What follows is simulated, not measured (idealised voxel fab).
You're looking at the process module voxel transistor to metal.
Displayed cross-section: cut, width of 200 nm, square cells sized 5 nm.
Reading order for cross-sections: top band down to bottom band. Underlying form: a grid of square cells. Band size: one or more rows of cells. Heights first: top, then bottom, in nm. Then materials, left to right, each with a width in nm. "edge to edge" on a single material: fills the band edge to edge. "empty": empty space. Beneath 0, the wafer as received is one material, and that level is where height counting begins. The lowest band goes on downward without a bottom; it is written like "z 0 and below". Note: "30..40" means the width goes from the first number (top row of the band) to the second number (bottom row) in equal steps per row of cells. "everything unchanged" (step): cross-section cells unchanged, all of them. Closed empty spaces (no open way to the top) of 8 cells or more are what "Fully sealed voids" lists, each as width x height at distance from the left edge, nm for all three. Formally, on a step line, whatever follows the settings is a remark that the simulator itself makes on the step. overlay nm, on a step with a mask: how far to the right of its planned place the mask lay; to the left if negative. Quick note on how to read the rest: it's all pairs. You get the cross-section before a process step and the one after, but the after one only goes down as far as the lowest band that changed. The step in between, with its settings, sits under the pair. Heads up, the pairs can come from different runs of this module on the same starting wafer, so don't assume a pair picks up from the one above unless its "Pre-step condition" entry says it does.
# Pre-step condition
    z 60 to 50 | aC 50 nm; empty 20 nm; aC 60 nm; empty 20 nm; aC 50 nm
    z 50 to 35 | SiO2 edge to edge
    z 35 to 20 | SiO2 85 nm; SiN 5 nm; SiCN 20 nm; SiN 5 nm; SiO2 85 nm
    z 20 to 0 | SiO2 85 nm; SiN 5 nm; polySi 20 nm; SiN 5 nm; SiO2 85 nm
    z 0 to -5 | SiO2 75 nm; nSi 10 nm; SiN 5 nm; polySi 20 nm; SiN 5 nm; nSi 10 nm; SiO2 75 nm
    z -5 to -10 | SiO2 75 nm; nSi 10 nm; SiN 5 nm; SiO2 20 nm; SiN 5 nm; nSi 10 nm; SiO2 75 nm
    z -10 to -20 | SiO2 45..50 nm; nSi 40..35 nm; Si 30 nm; nSi 40..35 nm; SiO2 45..50 nm
    z -20 to -45 | SiO2 50 nm; Si 100 nm; SiO2 50 nm
    z -45 and below | Si edge to edge
    Fully sealed voids: none
# Post-Step Geometry
    z 60 to 50 | aC 50 nm; empty 20 nm; aC 60 nm; empty 20 nm; aC 50 nm
    z 50 to 35 | SiO2 50 nm; empty 20 nm; SiO2 60 nm; empty 20 nm; SiO2 50 nm
    z 35 to 20 | SiO2 50 nm; empty 20 nm; SiO2 15 nm; SiN 5 nm; SiCN 20 nm; SiN 5 nm; SiO2 15 nm; empty 20 nm; SiO2 50 nm
    z 20 to 0 | SiO2 50 nm; empty 20 nm; SiO2 15 nm; SiN 5 nm; polySi 20 nm; SiN 5 nm; SiO2 15 nm; empty 20 nm; SiO2 50 nm
    z 0 to -5 | SiO2 50 nm; empty 20 nm; SiO2 5 nm; nSi 10 nm; SiN 5 nm; polySi 20 nm; SiN 5 nm; nSi 10 nm; SiO2 5 nm; empty 20 nm; SiO2 50 nm
    z -5 to -10 | SiO2 50 nm; empty 20 nm; SiO2 5 nm; nSi 10 nm; SiN 5 nm; SiO2 20 nm; SiN 5 nm; nSi 10 nm; SiO2 5 nm; empty 20 nm; SiO2 50 nm
    Lower than -10, everything is as it was.
    Fully sealed voids: none
Between before and after, shown above: DIRECTIONAL_ETCH with etch materials SiO2, depth nm 60
Pre-step condition: see preceding pair, after cross-section.
# Post-Step Geometry
    z 50 to 35 | SiO2 50 nm; empty 20 nm; SiO2 60 nm; empty 20 nm; SiO2 50 nm
    Lower than 35, everything is as it was.
    Fully sealed voids: none
Between before and after, shown above: STRIP with etch materials aC
Pre-step condition: see preceding pair, after cross-section.
# Post-Step Geometry
    z 55 to 50 | TiN 55 nm; empty 10 nm; TiN 70 nm; empty 10 nm; TiN 55 nm
    z 50 to 35 | SiO2 50 nm; TiN 5 nm; empty 10 nm; TiN 5 nm; SiO2 60 nm; TiN 5 nm; empty 10 nm; TiN 5 nm; SiO2 50 nm
    z 35 to 20 | SiO2 50 nm; TiN 5 nm; empty 10 nm; TiN 5 nm; SiO2 15 nm; SiN 5 nm; SiCN 20 nm; SiN 5 nm; SiO2 15 nm; TiN 5 nm; empty 10 nm; TiN 5 nm; SiO2 50 nm
    z 20 to 0 | SiO2 50 nm; TiN 5 nm; empty 10 nm; TiN 5 nm; SiO2 15 nm; SiN 5 nm; polySi 20 nm; SiN 5 nm; SiO2 15 nm; TiN 5 nm; empty 10 nm; TiN 5 nm; SiO2 50 nm
    z 0 to -5 | SiO2 50 nm; TiN 5 nm; empty 10 nm; TiN 5 nm; SiO2 5 nm; nSi 10 nm; SiN 5 nm; polySi 20 nm; SiN 5 nm; nSi 10 nm; SiO2 5 nm; TiN 5 nm; empty 10 nm; TiN 5 nm; SiO2 50 nm
    z -5 to -10 | SiO2 50 nm; TiN 20 nm; SiO2 5 nm; nSi 10 nm; SiN 5 nm; SiO2 20 nm; SiN 5 nm; nSi 10 nm; SiO2 5 nm; TiN 20 nm; SiO2 50 nm
    Lower than -10, everything is as it was.
    Fully sealed voids: none
Between before and after, shown above: CONFORMAL_DEP with material TiN, thk nm 5
Pre-step condition: see preceding pair, after cross-section.
# Post-Step Geometry
    z 65 to 55 | W edge to edge
    z 55 to 50 | TiN 55 nm; W 10 nm; TiN 70 nm; W 10 nm; TiN 55 nm
    z 50 to 35 | SiO2 50 nm; TiN 5 nm; W 10 nm; TiN 5 nm; SiO2 60 nm; TiN 5 nm; W 10 nm; TiN 5 nm; SiO2 50 nm
    z 35 to 20 | SiO2 50 nm; TiN 5 nm; W 10 nm; TiN 5 nm; SiO2 15 nm; SiN 5 nm; SiCN 20 nm; SiN 5 nm; SiO2 15 nm; TiN 5 nm; W 10 nm; TiN 5 nm; SiO2 50 nm
    z 20 to 0 | SiO2 50 nm; TiN 5 nm; W 10 nm; TiN 5 nm; SiO2 15 nm; SiN 5 nm; polySi 20 nm; SiN 5 nm; SiO2 15 nm; TiN 5 nm; W 10 nm; TiN 5 nm; SiO2 50 nm
    z 0 to -5 | SiO2 50 nm; TiN 5 nm; W 10 nm; TiN 5 nm; SiO2 5 nm; nSi 10 nm; SiN 5 nm; polySi 20 nm; SiN 5 nm; nSi 10 nm; SiO2 5 nm; TiN 5 nm; W 10 nm; TiN 5 nm; SiO2 50 nm
    Lower than -5, everything is as it was.
    Fully sealed voids: none
Between before and after, shown above: FILL_DEP with material W, thk nm 10
Pre-step condition: see preceding pair, after cross-section.
# Post-Step Geometry
    z 50 to 35 | SiO2 50 nm; TiN 5 nm; W 10 nm; TiN 5 nm; SiO2 60 nm; TiN 5 nm; W 10 nm; TiN 5 nm; SiO2 50 nm
    Lower than 35, everything is as it was.
    Fully sealed voids: none
Between before and after, shown above: CMP with height nm 50
Pre-step condition: see preceding pair, after cross-section.
# Post-Step Geometry
    z 55 to 50 | SiN edge to edge
    Lower than 50, everything is as it was.
    Fully sealed voids: none
Between before and after, shown above: CONFORMAL_DEP with material SiN, thk nm 5
Pre-step condition: see preceding pair, after cross-section.
# Post-Step Geometry
    z 80 to 55 | lowk edge to edge
    Lower than 55, everything is as it was.
    Fully sealed voids: none
Between before and after, shown above: DIRECTIONAL_DEP with material lowk, thk nm 25
Pre-step condition: see preceding pair, after cross-section.
# Post-Step Geometry
    z 80 to 55 | lowk 50 nm; empty 20 nm; lowk 60 nm; empty 20 nm; lowk 50 nm
    Lower than 55, everything is as it was.
    Fully sealed voids: none
Between before and after, shown above: MASKED_ETCH with tone open, mask id METAL_1, width nm 20, pitch nm 80, etch materials lowk, depth nm 25, overlay nm 0
Pre-step condition: see preceding pair, after cross-section.
# Post-Step Geometry
    z 80 to 55 | lowk 50 nm; empty 20 nm; lowk 60 nm; empty 20 nm; lowk 50 nm
    z 55 to 50 | SiN 50 nm; empty 20 nm; SiN 60 nm; empty 20 nm; SiN 50 nm
    Lower than 50, everything is as it was.
    Fully sealed voids: none
Between before and after, shown above: MASKED_ETCH with tone open, mask id METAL_1, width nm 20, pitch nm 80, etch materials SiN, depth nm 5, overlay nm 0
Pre-step condition: see preceding pair, after cross-section.
# Post-Step Geometry
    z 85 to 80 | TiN 55 nm; empty 10 nm; TiN 70 nm; empty 10 nm; TiN 55 nm
    z 80 to 55 | lowk 50 nm; TiN 5 nm; empty 10 nm; TiN 5 nm; lowk 60 nm; TiN 5 nm; empty 10 nm; TiN 5 nm; lowk 50 nm
    z 55 to 50 | SiN 50 nm; TiN 20 nm; SiN 60 nm; TiN 20 nm; SiN 50 nm
    Lower than 50, everything is as it was.
    Fully sealed voids: none
Between before and after, shown above: CONFORMAL_DEP with material TiN, thk nm 5
Pre-step condition: see preceding pair, after cross-section.
# Post-Step Geometry
    z 95 to 85 | W edge to edge
    z 85 to 80 | TiN 55 nm; W 10 nm; TiN 70 nm; W 10 nm; TiN 55 nm
    z 80 to 55 | lowk 50 nm; TiN 5 nm; W 10 nm; TiN 5 nm; lowk 60 nm; TiN 5 nm; W 10 nm; TiN 5 nm; lowk 50 nm
    Lower than 55, everything is as it was.
    Fully sealed voids: none
Between before and after, shown above: FILL_DEP with material W, thk nm 10
Pre-step condition: see preceding pair, after cross-section.
# Post-Step Geometry
    z 80 to 55 | lowk 50 nm; TiN 5 nm; W 10 nm; TiN 5 nm; lowk 60 nm; TiN 5 nm; W 10 nm; TiN 5 nm; lowk 50 nm
    Lower than 55, everything is as it was.
    Fully sealed voids: none
Between before and after, shown above: CMP with height nm 80
Pre-step condition: see preceding pair, after cross-section.
# Post-Step Geometry
    z 85 to 80 | empty 45 nm; Ru 30 nm; empty 50 nm; Ru 30 nm; empty 45 nm
    Lower than 80, everything is as it was.
    Fully sealed voids: none
Between before and after, shown above: EPI with material Ru, thk nm 5
Pre-step condition: see preceding pair, after cross-section.
# Post-Step Geometry
    z 90 to 85 | SiCN edge to edge
    z 85 to 80 | SiCN 45 nm; Ru 30 nm; SiCN 50 nm; Ru 30 nm; SiCN 45 nm
    Lower than 80, everything is as it was.
    Fully sealed voids: none
Between before and after, shown above: FILL_DEP with material SiCN, thk nm 5
# Pre-step condition
    z 50 to 35 | SiO2 edge to edge
    z 35 to 20 | SiO2 80 nm; SiN 5 nm; SiO2 5 nm; SiCN 20 nm; SiO2 5 nm; SiN 5 nm; SiO2 80 nm
    z 20 to 0 | SiO2 80 nm; SiN 5 nm; SiO2 5 nm; polySi 20 nm; SiO2 5 nm; SiN 5 nm; SiO2 80 nm
    z 0 to -5 | SiO2 70 nm; nSi 10 nm; SiN 5 nm; SiO2 5 nm; polySi 20 nm; SiO2 5 nm; SiN 5 nm; nSi 10 nm; SiO2 70 nm
    z -5 to -10 | SiO2 70 nm; nSi 10 nm; SiO2 40 nm; nSi 10 nm; SiO2 70 nm
    z -10 to -20 | SiO2 50 nm; nSi 30 nm; Si 40 nm; nSi 30 nm; SiO2 50 nm
    z -20 to -45 | SiO2 50 nm; Si 100 nm; SiO2 50 nm
    z -45 and below | Si edge to edge
    Fully sealed voids: none
# Post-Step Geometry
    z 65 to 35 | SiO2 edge to edge
    Lower than 35, everything is as it was.
    Fully sealed voids: none
Between before and after, shown above: DIRECTIONAL_DEP with material SiO2, thk nm 15
Pre-step condition: see preceding pair, after cross-section.
# Post-Step Geometry
    z 75 to 65 | aC edge to edge
    Lower than 65, everything is as it was.
    Fully sealed voids: none
Between before and after, shown above: DIRECTIONAL_DEP with material aC, thk nm 10
Pre-step condition: see preceding pair, after cross-section.
# Post-Step Geometry
    z 100 to 75 | resist 50 nm; empty 20 nm; resist 60 nm; empty 20 nm; resist 50 nm
    Lower than 75, everything is as it was.
    Fully sealed voids: none
Between before and after, shown above: PATTERN with tone open, mask id CONTACT, material resist, width nm 20, pitch nm 80, thk nm 25, overlay nm 0
Pre-step condition: see preceding pair, after cross-section.
# Post-Step Geometry
    z 90 to 75 | resist 50 nm; empty 20 nm; resist 60 nm; empty 20 nm; resist 50 nm
    z 75 to 65 | aC 50 nm; empty 20 nm; aC 60 nm; empty 20 nm; aC 50 nm
    Lower than 65, everything is as it was.
    Fully sealed voids: none
Between before and after, shown above: DIRECTIONAL_ETCH with etch materials aC, depth nm 10
Pre-step condition: see preceding pair, after cross-section.
# Post-Step Geometry
    z 75 to 65 | aC 50 nm; empty 20 nm; aC 60 nm; empty 20 nm; aC 50 nm
    Lower than 65, everything is as it was.
    Fully sealed voids: none
Between before and after, shown above: STRIP with etch materials resist
Pre-step condition: see preceding pair, after cross-section.
# Post-Step Geometry
    z 75 to 65 | aC 50 nm; empty 20 nm; aC 60 nm; empty 20 nm; aC 50 nm
    z 65 to 35 | SiO2 50 nm; empty 20 nm; SiO2 60 nm; empty 20 nm; SiO2 50 nm
    z 35 to 20 | SiO2 50 nm; empty 20 nm; SiO2 10 nm; SiN 5 nm; SiO2 5 nm; SiCN 20 nm; SiO2 5 nm; SiN 5 nm; SiO2 10 nm; empty 20 nm; SiO2 50 nm
    z 20 to 5 | SiO2 50 nm; empty 20 nm; SiO2 10 nm; SiN 5 nm; SiO2 5 nm; polySi 20 nm; SiO2 5 nm; SiN 5 nm; SiO2 10 nm; empty 20 nm; SiO2 50 nm
    Lower than 5, everything is as it was.
    Fully sealed voids: none
Between before and after, shown above: DIRECTIONAL_ETCH with etch materials SiO2, depth nm 60
Pre-step condition: see preceding pair, after cross-section.
# Post-Step Geometry
    z 65 to 35 | SiO2 50 nm; empty 20 nm; SiO2 60 nm; empty 20 nm; SiO2 50 nm
    Lower than 35, everything is as it was.
    Fully sealed voids: none
Between before and after, shown above: STRIP with etch materials aC
Pre-step condition: see preceding pair, after cross-section.
# Post-Step Geometry
    z 70 to 65 | TiN 55 nm; empty 10 nm; TiN 70 nm; empty 10 nm; TiN 55 nm
    z 65 to 35 | SiO2 50 nm; TiN 5 nm; empty 10 nm; TiN 5 nm; SiO2 60 nm; TiN 5 nm; empty 10 nm; TiN 5 nm; SiO2 50 nm
    z 35 to 20 | SiO2 50 nm; TiN 5 nm; empty 10 nm; TiN 5 nm; SiO2 10 nm; SiN 5 nm; SiO2 5 nm; SiCN 20 nm; SiO2 5 nm; SiN 5 nm; SiO2 10 nm; TiN 5 nm; empty 10 nm; TiN 5 nm; SiO2 50 nm
    z 20 to 10 | SiO2 50 nm; TiN 5 nm; empty 10 nm; TiN 5 nm; SiO2 10 nm; SiN 5 nm; SiO2 5 nm; polySi 20 nm; SiO2 5 nm; SiN 5 nm; SiO2 10 nm; TiN 5 nm; empty 10 nm; TiN 5 nm; SiO2 50 nm
    z 10 to 5 | SiO2 50 nm; TiN 20 nm; SiO2 10 nm; SiN 5 nm; SiO2 5 nm; polySi 20 nm; SiO2 5 nm; SiN 5 nm; SiO2 10 nm; TiN 20 nm; SiO2 50 nm
    Lower than 5, everything is as it was.
    Fully sealed voids: none
Between before and after, shown above: CONFORMAL_DEP with material TiN, thk nm 5
Pre-step condition: see preceding pair, after cross-section.
# Post-Step Geometry
    z 80 to 70 | W edge to edge
    z 70 to 65 | TiN 55 nm; W 10 nm; TiN 70 nm; W 10 nm; TiN 55 nm
    z 65 to 35 | SiO2 50 nm; TiN 5 nm; W 10 nm; TiN 5 nm; SiO2 60 nm; TiN 5 nm; W 10 nm; TiN 5 nm; SiO2 50 nm
    z 35 to 20 | SiO2 50 nm; TiN 5 nm; W 10 nm; TiN 5 nm; SiO2 10 nm; SiN 5 nm; SiO2 5 nm; SiCN 20 nm; SiO2 5 nm; SiN 5 nm; SiO2 10 nm; TiN 5 nm; W 10 nm; TiN 5 nm; SiO2 50 nm
    z 20 to 10 | SiO2 50 nm; TiN 5 nm; W 10 nm; TiN 5 nm; SiO2 10 nm; SiN 5 nm; SiO2 5 nm; polySi 20 nm; SiO2 5 nm; SiN 5 nm; SiO2 10 nm; TiN 5 nm; W 10 nm; TiN 5 nm; SiO2 50 nm
    Lower than 10, everything is as it was.
    Fully sealed voids: none
Between before and after, shown above: FILL_DEP with material W, thk nm 10
Pre-step condition: see preceding pair, after cross-section.
# Post-Step Geometry
    z 50 to 35 | SiO2 50 nm; TiN 5 nm; W 10 nm; TiN 5 nm; SiO2 60 nm; TiN 5 nm; W 10 nm; TiN 5 nm; SiO2 50 nm
    Lower than 35, everything is as it was.
    Fully sealed voids: none
Between before and after, shown above: CMP with height nm 50
Pre-step condition: see preceding pair, after cross-section.
# Post-Step Geometry
    z 55 to 50 | SiN edge to edge
    Lower than 50, everything is as it was.
    Fully sealed voids: none
Between before and after, shown above: CONFORMAL_DEP with material SiN, thk nm 5
Pre-step condition: see preceding pair, after cross-section.
# Post-Step Geometry
    z 80 to 55 | lowk edge to edge
    Lower than 55, everything is as it was.
    Fully sealed voids: none
Between before and after, shown above: DIRECTIONAL_DEP with material lowk, thk nm 25
Pre-step condition: see preceding pair, after cross-section.
# Post-Step Geometry
    z 80 to 55 | lowk 50 nm; empty 20 nm; lowk 60 nm; empty 20 nm; lowk 50 nm
    Lower than 55, everything is as it was.
    Fully sealed voids: none
Between before and after, shown above: MASKED_ETCH with tone open, mask id METAL_1, width nm 20, pitch nm 80, etch materials lowk, depth nm 25, overlay nm 0
Pre-step condition: see preceding pair, after cross-section.
# Post-Step Geometry
    z 80 to 55 | lowk 50 nm; empty 20 nm; lowk 60 nm; empty 20 nm; lowk 50 nm
    z 55 to 50 | SiN 50 nm; empty 20 nm; SiN 60 nm; empty 20 nm; SiN 50 nm
    Lower than 50, everything is as it was.
    Fully sealed voids: none
Between before and after, shown above: MASKED_ETCH with tone open, mask id METAL_1, width nm 20, pitch nm 80, etch materials SiN, depth nm 5, overlay nm 0
Pre-step condition: see preceding pair, after cross-section.
# Post-Step Geometry
    z 85 to 80 | TiN 55 nm; empty 10 nm; TiN 70 nm; empty 10 nm; TiN 55 nm
    z 80 to 55 | lowk 50 nm; TiN 5 nm; empty 10 nm; TiN 5 nm; lowk 60 nm; TiN 5 nm; empty 10 nm; TiN 5 nm; lowk 50 nm
    z 55 to 50 | SiN 50 nm; TiN 20 nm; SiN 60 nm; TiN 20 nm; SiN 50 nm
    Lower than 50, everything is as it was.
    Fully sealed voids: none
Between before and after, shown above: CONFORMAL_DEP with material TiN, thk nm 5
Pre-step condition: see preceding pair, after cross-section.
# Post-Step Geometry
    z 95 to 85 | W edge to edge
    z 85 to 80 | TiN 55 nm; W 10 nm; TiN 70 nm; W 10 nm; TiN 55 nm
    z 80 to 55 | lowk 50 nm; TiN 5 nm; W 10 nm; TiN 5 nm; lowk 60 nm; TiN 5 nm; W 10 nm; TiN 5 nm; lowk 50 nm
    Lower than 55, everything is as it was.
    Fully sealed voids: none
Between before and after, shown above: FILL_DEP with material W, thk nm 10
Pre-step condition: see preceding pair, after cross-section.
# Post-Step Geometry
    z 80 to 55 | lowk 50 nm; TiN 5 nm; W 10 nm; TiN 5 nm; lowk 60 nm; TiN 5 nm; W 10 nm; TiN 5 nm; lowk 50 nm
    Lower than 55, everything is as it was.
    Fully sealed voids: none
Between before and after, shown above: CMP with height nm 80
Pre-step condition: see preceding pair, after cross-section.
# Post-Step Geometry
    z 85 to 80 | empty 45 nm; Ru 30 nm; empty 50 nm; Ru 30 nm; empty 45 nm
    Lower than 80, everything is as it was.
    Fully sealed voids: none
Between before and after, shown above: EPI with material Ru, thk nm 5
Pre-step condition: see preceding pair, after cross-section.
# Post-Step Geometry
    z 90 to 85 | SiCN edge to edge
    z 85 to 80 | SiCN 45 nm; Ru 30 nm; SiCN 50 nm; Ru 30 nm; SiCN 45 nm
    Lower than 80, everything is as it was.
    Fully sealed voids: none
Between before and after, shown above: FILL_DEP with material SiCN, thk nm 5
# Pre-step condition
    z 50 to 35 | SiO2 50 nm; TiN 5 nm; W 10 nm; TiN 5 nm; SiO2 60 nm; TiN 5 nm; W 10 nm; TiN 5 nm; SiO2 50 nm
    z 35 to 20 | SiO2 50 nm; TiN 5 nm; W 10 nm; TiN 5 nm; SiO2 10 nm; SiN 5 nm; SiO2 5 nm; SiCN 20 nm; SiO2 5 nm; SiN 5 nm; SiO2 10 nm; TiN 5 nm; W 10 nm; TiN 5 nm; SiO2 50 nm
    z 20 to 0 | SiO2 50 nm; TiN 5 nm; W 10 nm; TiN 5 nm; SiO2 10 nm; SiN 5 nm; SiO2 5 nm; polySi 20 nm; SiO2 5 nm; SiN 5 nm; SiO2 10 nm; TiN 5 nm; W 10 nm; TiN 5 nm; SiO2 50 nm
    z 0 to -5 | SiO2 50 nm; TiN 5 nm; W 10 nm; TiN 5 nm; nSi 10 nm; SiN 5 nm; SiO2 5 nm; polySi 20 nm; SiO2 5 nm; SiN 5 nm; nSi 10 nm; TiN 5 nm; W 10 nm; TiN 5 nm; SiO2 50 nm
    z -5 to -10 | SiO2 50 nm; TiN 20 nm; nSi 10 nm; SiO2 40 nm; nSi 10 nm; TiN 20 nm; SiO2 50 nm
    z -10 to -20 | SiO2 50 nm; nSi 30 nm; Si 40 nm; nSi 30 nm; SiO2 50 nm
    z -20 to -45 | SiO2 50 nm; Si 100 nm; SiO2 50 nm
    z -45 and below | Si edge to edge
    Fully sealed voids: none
# Post-Step Geometry
    z 75 to 50 | lowk edge to edge
    Lower than 50, everything is as it was.
    Fully sealed voids: none
Between before and after, shown above: DIRECTIONAL_DEP with material lowk, thk nm 25
Pre-step condition: see preceding pair, after cross-section.
# Post-Step Geometry
    z 80 to 75 | SiN edge to edge
    Lower than 75, everything is as it was.
    Fully sealed voids: none
Between before and after, shown above: CONFORMAL_DEP with material SiN, thk nm 5
Pre-step condition: see preceding pair, after cross-section.
# Post-Step Geometry
    z 80 to 75 | SiN 50 nm; empty 20 nm; SiN 60 nm; empty 20 nm; SiN 50 nm
    Lower than 75, everything is as it was.
    Fully sealed voids: none
Between before and after, shown above: MASKED_ETCH with tone open, mask id METAL_1, width nm 20, pitch nm 80, etch materials SiN, depth nm 5, overlay nm 0
Pre-step condition: see preceding pair, after cross-section.
# Post-Step Geometry
    z 85 to 80 | TiN 55 nm; empty 10 nm; TiN 70 nm; empty 10 nm; TiN 55 nm
    z 80 to 75 | SiN 50 nm; TiN 20 nm; SiN 60 nm; TiN 20 nm; SiN 50 nm
    Lower than 75, everything is as it was.
    Fully sealed voids: none
Between before and after, shown above: CONFORMAL_DEP with material TiN, thk nm 5
Pre-step condition: see preceding pair, after cross-section.
# Post-Step Geometry
    z 95 to 85 | W edge to edge
    z 85 to 80 | TiN 55 nm; W 10 nm; TiN 70 nm; W 10 nm; TiN 55 nm
    Lower than 80, everything is as it was.
    Fully sealed voids: none
Between before and after, shown above: FILL_DEP with material W, thk nm 10
Pre-step condition: see preceding pair, after cross-section.
# Post-Step Geometry
    z 80 to 75 | SiN 50 nm; TiN 20 nm; SiN 60 nm; TiN 20 nm; SiN 50 nm
    Lower than 75, everything is as it was.
    Fully sealed voids: none
Between before and after, shown above: CMP with height nm 80
Pre-step condition: see preceding pair, after cross-section.
# Post-Step Geometry
    z 85 to 80 | empty 45 nm; Ru 30 nm; empty 50 nm; Ru 30 nm; empty 45 nm
    Lower than 80, everything is as it was.
    Fully sealed voids: none
Between before and after, shown above: EPI with material Ru, thk nm 5
Pre-step condition: see preceding pair, after cross-section.
# Post-Step Geometry
    z 90 to 85 | SiCN edge to edge
    z 85 to 80 | SiCN 45 nm; Ru 30 nm; SiCN 50 nm; Ru 30 nm; SiCN 45 nm
    Lower than 80, everything is as it was.
    Fully sealed voids: none
Between before and after, shown above: FILL_DEP with material SiCN, thk nm 5
# Pre-step condition
    z 10 to 0 | empty 45 nm; SiN 110 nm; empty 45 nm
    z 0 to -5 | empty 45 nm; SiO2 110 nm; empty 45 nm
    z -5 and below | Si edge to edge
    Fully sealed voids: none
# Post-Step Geometry
    z 10 to 0 | empty 45 nm; SiN 110 nm; empty 45 nm
    z 0 to -5 | empty 45 nm; SiO2 110 nm; empty 45 nm
    z -5 to -45 | empty 45 nm; Si 110 nm; empty 45 nm
    Lower than -45, everything is as it was.
    Fully sealed voids: none
Between before and after, shown above: MASKED_ETCH with tone cover, mask id ACTIVE, width nm 110, etch materials Si, depth nm 40, overlay nm 0
Pre-step condition: see preceding pair, after cross-section.
# Post-Step Geometry
    z 10 to 0 | empty 45 nm; SiN 110 nm; empty 45 nm
    z 0 to -5 | empty 45 nm; SiO2 110 nm; empty 45 nm
    z -5 to -45 | empty 45 nm; SiO2 5 nm; Si 100 nm; SiO2 5 nm; empty 45 nm
    z -45 to -50 | SiO2 50 nm; Si 100 nm; SiO2 50 nm
    Lower than -50, everything is as it was.
    Fully sealed voids: none
Between before and after, shown above: OXIDIZE with depth nm 5
Pre-step condition: see preceding pair, after cross-section.
# Post-Step Geometry
    z 15 to 10 | SiO2 edge to edge
    z 10 to 0 | SiO2 45 nm; SiN 110 nm; SiO2 45 nm
    z 0 to -5 | SiO2 edge to edge
    z -5 to -50 | SiO2 50 nm; Si 100 nm; SiO2 50 nm
    Lower than -50, everything is as it was.
    Fully sealed voids: none
Between before and after, shown above: FILL_DEP with material SiO2, thk nm 5
Pre-step condition: see preceding pair, after cross-section.
# Post-Step Geometry
    z 10 to 0 | SiO2 45 nm; SiN 110 nm; SiO2 45 nm
    Lower than 0, everything is as it was.
    Fully sealed voids: none
Between before and after, shown above: CMP with height nm 10
Pre-step condition: see preceding pair, after cross-section.
# Post-Step Geometry
    z 10 to 0 | empty 45 nm; SiN 110 nm; empty 45 nm
    Lower than 0, everything is as it was.
    Fully sealed voids: none
Between before and after, shown above: SELECTIVE_ETCH with etch materials SiO2, depth nm 10
Pre-step condition: see preceding pair, after cross-section.
# Post-Step Geometry
    z 0 to -5 | SiO2 edge to edge
    Lower than -5, everything is as it was.
    Fully sealed voids: none
Between before and after, shown above: STRIP with etch materials SiN
Pre-step condition: see preceding pair, after cross-section.
# Post-Step Geometry
    z -5 to -50 | SiO2 50 nm; Si 100 nm; SiO2 50 nm
    Lower than -50, everything is as it was.
    Fully sealed voids: none
Between before and after, shown above: SELECTIVE_ETCH with etch materials SiO2, depth nm 5
Pre-step condition: see preceding pair, after cross-section.
# Post-Step Geometry
    z -5 to -10 | SiO2 edge to edge
    Lower than -10, everything is as it was.
    Fully sealed voids: none
Between before and after, shown above: OXIDIZE with depth nm 5
Pre-step condition: see preceding pair, after cross-section.
# Post-Step Geometry
    z 20 to -5 | polySi edge to edge
    Lower than -5, everything is as it was.
    Fully sealed voids: none
Between before and after, shown above: DIRECTIONAL_DEP with material polySi, thk nm 25
Pre-step condition: see preceding pair, after cross-section.
# Post-Step Geometry
    z 35 to 20 | SiCN edge to edge
    Lower than 20, everything is as it was.
    Fully sealed voids: none
Between before and after, shown above: DIRECTIONAL_DEP with material SiCN, thk nm 15
Pre-step condition: see preceding pair, after cross-section.
# Post-Step Geometry
    z 50 to 35 | aC edge to edge
    Lower than 35, everything is as it was.
    Fully sealed voids: none
Between before and after, shown above: DIRECTIONAL_DEP with material aC, thk nm 15
Pre-step condition: see preceding pair, after cross-section.
# Post-Step Geometry
    z 80 to 50 | empty 90 nm; resist 20 nm; empty 90 nm
    Lower than 50, everything is as it was.
    Fully sealed voids: none
Between before and after, shown above: PATTERN with tone cover, mask id GATE, material resist, width nm 20, thk nm 30, overlay nm 0
Pre-step condition: see preceding pair, after cross-section.
# Post-Step Geometry
    z 65 to 50 | empty 90 nm; resist 20 nm; empty 90 nm
    z 50 to 35 | empty 90 nm; aC 20 nm; empty 90 nm
    Lower than 35, everything is as it was.
    Fully sealed voids: none
Between before and after, shown above: DIRECTIONAL_ETCH with etch materials aC, depth nm 15
Pre-step condition: see preceding pair, after cross-section.
# Post-Step Geometry
    z 50 to 35 | empty 90 nm; aC 20 nm; empty 90 nm
    Lower than 35, everything is as it was.
    Fully sealed voids: none
Between before and after, shown above: STRIP with etch materials resist
Pre-step condition: see preceding pair, after cross-section.
# Post-Step Geometry
    z 50 to 35 | empty 90 nm; aC 20 nm; empty 90 nm
    z 35 to 20 | empty 90 nm; SiCN 20 nm; empty 90 nm
    Lower than 20, everything is as it was.
    Fully sealed voids: none
Between before and after, shown above: DIRECTIONAL_ETCH with etch materials SiCN, depth nm 25
Pre-step condition: see preceding pair, after cross-section.
# Post-Step Geometry
    z 50 to 35 | empty 90 nm; aC 20 nm; empty 90 nm
    z 35 to 20 | empty 90 nm; SiCN 20 nm; empty 90 nm
    z 20 to -5 | empty 90 nm; polySi 20 nm; empty 90 nm
    Lower than -5, everything is as it was.
    Fully sealed voids: none
Between before and after, shown above: DIRECTIONAL_ETCH with etch materials polySi, depth nm 35
Pre-step condition: see preceding pair, after cross-section.
# Post-Step Geometry
    z 35 to 20 | empty 90 nm; SiCN 20 nm; empty 90 nm
    Lower than 20, everything is as it was.
    Fully sealed voids: none
Between before and after, shown above: STRIP with etch materials aC
Pre-step condition: see preceding pair, after cross-section.
# Post-Step Geometry
    z 40 to 35 | empty 85 nm; SiO2 30 nm; empty 85 nm
    z 35 to 20 | empty 85 nm; SiO2 5 nm; SiCN 20 nm; SiO2 5 nm; empty 85 nm
    z 20 to 0 | empty 85 nm; SiO2 5 nm; polySi 20 nm; SiO2 5 nm; empty 85 nm
    z 0 to -5 | SiO2 90 nm; polySi 20 nm; SiO2 90 nm
    Lower than -5, everything is as it was.
    Fully sealed voids: none
Between before and after, shown above: CONFORMAL_DEP with material SiO2, thk nm 5
Pre-step condition: see preceding pair, after cross-section.
# Post-Step Geometry
    z 35 to 20 | empty 85 nm; SiO2 5 nm; SiCN 20 nm; SiO2 5 nm; empty 85 nm
    z 20 to -5 | empty 85 nm; SiO2 5 nm; polySi 20 nm; SiO2 5 nm; empty 85 nm
    Lower than -5, everything is as it was.
    Fully sealed voids: none
Between before and after, shown above: DIRECTIONAL_ETCH with etch materials SiO2, depth nm 5
Pre-step condition: see preceding pair, after cross-section.
# Post-Step Geometry
    z 40 to 35 | empty 80 nm; SiN 40 nm; empty 80 nm
    z 35 to 20 | empty 80 nm; SiN 5 nm; SiO2 5 nm; SiCN 20 nm; SiO2 5 nm; SiN 5 nm; empty 80 nm
    z 20 to 0 | empty 80 nm; SiN 5 nm; SiO2 5 nm; polySi 20 nm; SiO2 5 nm; SiN 5 nm; empty 80 nm
    z 0 to -5 | SiN 85 nm; SiO2 5 nm; polySi 20 nm; SiO2 5 nm; SiN 85 nm
    Lower than -5, everything is as it was.
    Fully sealed voids: none
Between before and after, shown above: CONFORMAL_DEP with material SiN, thk nm 5
